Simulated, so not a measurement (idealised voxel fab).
process module | voxel gate over fins
cross-section cut | 200 nm wide | cells 5 nm
A cross-section is a grid of square cells, given in bands from the top down. A band is one or more rows of cells.
Each band's line starts with the height of the band's top and of its bottom, in nm. Then come its materials from left to right, each with its width in nm. One material with "throughout" fills the band from edge to edge. "air" is empty space.
Height 0 is the level under which the wafer as received is all one material. The lowest band goes on downwards, as in "0 down".
A width such as "30 to 40" changes by the same amount from each row of cells to the next, from the band's top row to its bottom row.
"no change" after a step means that no cell of the cross-section changed.
closed voids: empty space of 8 cells or more with no open way to the top, each as width x height at its distance from the left edge, in nm
after a step's settings: what the simulator itself notes on the step
overlay nm, on a step with a mask: how far to the right of its planned place the mask lay; to the left if negative
plan
1 op RECEIVE | material Si
2 op CONFORMAL_DEP | material SiN | thk nm 5
3 op PATTERN | tone cover | mask id FINS | material resist | width nm 15 | pitch nm 50 | thk nm 15 | overlay nm 0
4 op DIRECTIONAL_ETCH | etch materials SiN | depth nm 5
5 op DIRECTIONAL_ETCH | etch materials Si | depth nm 30
6 op STRIP | etch materials resist
7 op FILL_DEP | material SiO2 | thk nm 15
8 op CMP | height nm 5
9 op MASKED_ETCH | tone open | mask id RAIL | width nm 15 | etch materials SiO2 | depth nm 30 | overlay nm 0
10 op CONFORMAL_DEP | material TiN | thk nm 5
11 op FILL_DEP | material W | thk nm 5
12 op CMP | height nm 5
13 op SELECTIVE_ETCH | etch materials W Ru TiN | depth nm 15
14 op FILL_DEP | material SiO2 | thk nm 5
15 op CMP | height nm 5
16 op SELECTIVE_ETCH | etch materials SiO2 | depth nm 15
17 op STRIP | etch materials SiN
18 op CONFORMAL_DEP | material HfO2 | thk nm 5
19 op CONFORMAL_DEP | material TiN | thk nm 5
20 op FILL_DEP | material W | thk nm 15
21 op CMP | height nm 20
22 op CONFORMAL_DEP | material SiN | thk nm 5
varied across the wafers: depth nm of step 13. The plan shows the first wafer's value. All wafers start alike
first wafer as received, after step 1
  0 down: Si throughout
  closed voids: none
each wafer at the end: cells of each material gained (+) or lost (-) since it was received, then its closed voids
depth nm 15 | +56 HfO2 | -168 Si | +40 SiN | +103 SiO2 | +63 TiN | +106 W | closed voids: none
depth nm 20 | +56 HfO2 | -168 Si | +40 SiN | +106 SiO2 | +61 TiN | +105 W | closed voids: none
depth nm 25 | +56 HfO2 | -168 Si | +40 SiN | +109 SiO2 | +59 TiN | +104 W | closed voids: none
depth nm 30 | +56 HfO2 | -168 Si | +40 SiN | +112 SiO2 | +56 TiN | +104 W | closed voids: none
depth nm 35 | +56 HfO2 | -168 Si | +40 SiN | +112 SiO2 | +56 TiN | +104 W | closed voids: none
depth nm 40 | +56 HfO2 | -168 Si | +40 SiN | +112 SiO2 | +56 TiN | +104 W | closed voids: none
